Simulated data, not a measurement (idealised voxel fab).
Module name: voxel capacitor over wiring (process module)
Displayed cross-section: cut, width of 255 nm, square cells sized 5 nm.
Reading order for cross-sections: top band down to bottom band. Underlying form: a grid of square cells. Band size: one or more rows of cells.
Band: top and bottom heights (nm) first, top before bottom; then materials from left to right, widths in nm. "full width" marks a sole material filling the band edge to edge. "air" denotes empty space.
Counting heights begins at 0, where everything beneath is, in the wafer as received, one material. The lowest band has no bottom; it goes on downwards, as "top 0, no bottom" shows.
Width spec "30..40" -> top row of cells at first value, bottom row at second value, equal per-row change in between.
No cell of the cross-section changed in a step that is given as "all unchanged".
Enclosed internal cavities: empty space of 8 cells or more with no open way to the top, each as width x height at its distance from the left edge, in nm
Anything after a step's settings on that line? It's the simulator's own note about the step.
Among the settings permitted on a step's line is "overlay nm"; applied to a step with a mask, it specifies the extent to which the mask lay to the right of its planned position, whereas a negative figure signifies a position to the left.
THESE ARE THE STEPS WE PLANNED FOR THE PROCESS
1 RECEIVE with material Si
2 CONFORMAL_DEP with material SiO2, thk nm 15
3 DIRECTIONAL_DEP with material TiN, thk nm 5
4 DIRECTIONAL_DEP with material W, thk nm 15
5 MASKED_ETCH with tone cover, mask id METAL_1, width nm 25, pitch nm 85, etch materials W, depth nm 15, overlay nm 0
6 MASKED_ETCH with tone cover, mask id METAL_1, width nm 25, pitch nm 85, etch materials TiN, depth nm 5, overlay nm 0
7 CONFORMAL_DEP with material SiCN, thk nm 5
8 FILL_DEP with material lowk, thk nm 10
9 CMP with height nm 35
10 CONFORMAL_DEP with material SiCN, thk nm 5
11 DIRECTIONAL_DEP with material lowk, thk nm 10
12 DIRECTIONAL_DEP with material aC, thk nm 15
13 PATTERN with tone open, mask id PLUG_1, material resist, width nm 15, thk nm 30, overlay nm 0
14 DIRECTIONAL_ETCH with etch materials aC, depth nm 15
15 STRIP with etch materials resist
16 DIRECTIONAL_ETCH with etch materials lowk, depth nm 10
17 DIRECTIONAL_ETCH with etch materials SiCN, depth nm 5
18 STRIP with etch materials aC
19 CONFORMAL_DEP with material TiN, thk nm 5
20 FILL_DEP with material Cu, thk nm 5
21 CMP with height nm 50
22 DIRECTIONAL_DEP with material TiN, thk nm 5
23 DIRECTIONAL_DEP with material HfO2, thk nm 5
24 DIRECTIONAL_DEP with material TiN, thk nm 10
25 DIRECTIONAL_DEP with material aC, thk nm 15
26 PATTERN with tone cover, mask id UPPER_PLATE, material resist, width nm 65, thk nm 35, overlay nm 0
27 DIRECTIONAL_ETCH with etch materials aC, depth nm 15
28 STRIP with etch materials resist
29 DIRECTIONAL_ETCH with etch materials TiN, depth nm 10
30 DIRECTIONAL_ETCH with etch materials HfO2, depth nm 5
31 STRIP with etch materials aC
32 DIRECTIONAL_DEP with material aC, thk nm 15
33 PATTERN with tone cover, mask id LOWER_PLATE, material resist, width nm 75, thk nm 30, overlay nm 0
34 DIRECTIONAL_ETCH with etch materials aC, depth nm 15
35 STRIP with etch materials resist
36 DIRECTIONAL_ETCH with etch materials TiN, depth nm 5
37 STRIP with etch materials aC
38 FILL_DEP with material SiO2, thk nm 20
39 CMP with height nm 85
40 PATTERN with tone open, mask id PLUG_2, material resist, width nm 15, thk nm 15, overlay nm 0
41 DIRECTIONAL_ETCH with etch materials SiO2, depth nm 15
42 STRIP with etch materials resist
43 CONFORMAL_DEP with material TiN, thk nm 5
44 FILL_DEP with material Cu, thk nm 5
45 CMP with height nm 85
46 CONFORMAL_DEP with material SiCN, thk nm 5
AS-RECEIVED WAFER CROSS-SECTION (AFTER STEP 1)
    top 0, no bottom | Si full width
    Enclosed internal cavities: none
SECTIONED VIEW, FIRST OF TWO WAFERS, AT THE CLOSE OF THE MODULE, PROCESSED AS INTENDED IN THE PLAN
    top 90, bottom 85 | SiCN full width
    top 85, bottom 75 | 90 of SiO2, 5 of TiN, 5 of Cu, 5 of TiN, 150 of SiO2
    top 75, bottom 70 | 90 of SiO2, 15 of TiN, 150 of SiO2
    top 70, bottom 60 | 80 of SiO2, 65 of TiN, 110 of SiO2
    top 60, bottom 55 | 80 of SiO2, 65 of HfO2, 110 of SiO2
    top 55, bottom 50 | 75 of SiO2, 75 of TiN, 105 of SiO2
    top 50, bottom 40 | 80 of lowk, 5 of TiN, 5 of Cu, 5 of TiN, 160 of lowk
    top 40, bottom 35 | 80 of SiCN, 15 of TiN, 160 of SiCN
    top 35, bottom 20 | 65 of lowk, 5 of SiCN, 25 of W, 5 of SiCN, 50 of lowk, 5 of SiCN, 25 of W, 5 of SiCN, 70 of lowk
    top 20, bottom 15 | 70 of SiCN, 25 of TiN, 60 of SiCN, 25 of TiN, 75 of SiCN
    top 15, bottom 0 | SiO2 full width
    top 0, no bottom | Si full width
    Enclosed internal cavities: none
CROSS-SECTIONAL IMAGE OF THE SECOND WAFER OF THE TWO FOLLOWING COMPLETION OF THE MODULE. STARTING STATE AND PROCESS PLAN WERE THE SAME AS FOR THE FIRST WAFER; ONE EXECUTION ERROR OCCURRED
    top 90, bottom 85 | SiCN full width
    top 85, bottom 75 | 90 of SiO2, 5 of TiN, 5 of Cu, 5 of TiN, 150 of SiO2
    top 75, bottom 70 | 90 of SiO2, 15 of TiN, 150 of SiO2
    top 70, bottom 60 | 80 of SiO2, 65 of TiN, 110 of SiO2
    top 60, bottom 55 | 80 of SiO2, 65 of HfO2, 110 of SiO2
    top 55, bottom 50 | 75 of SiO2, 75 of TiN, 105 of SiO2
    top 50, bottom 40 | 80 of lowk, 5 of TiN, 5 of Cu, 5 of TiN, 160 of lowk
    top 40, bottom 35 | 80 of SiCN, 15 of TiN, 160 of SiCN
    top 35, bottom 30 | 70 of SiCN, 25 of TiN, 60 of SiCN, 25 of TiN, 75 of SiCN
    top 30, bottom 0 | SiO2 full width
    top 0, no bottom | Si full width
    Enclosed internal cavities: none
Nonconformance to the process plan: regarding the plan, step 2 was run twice
Counted in cells at the end, the second wafer holds more or fewer of these materials than the first: SiCN -12 | SiO2 +153 | W -30 | lowk -111
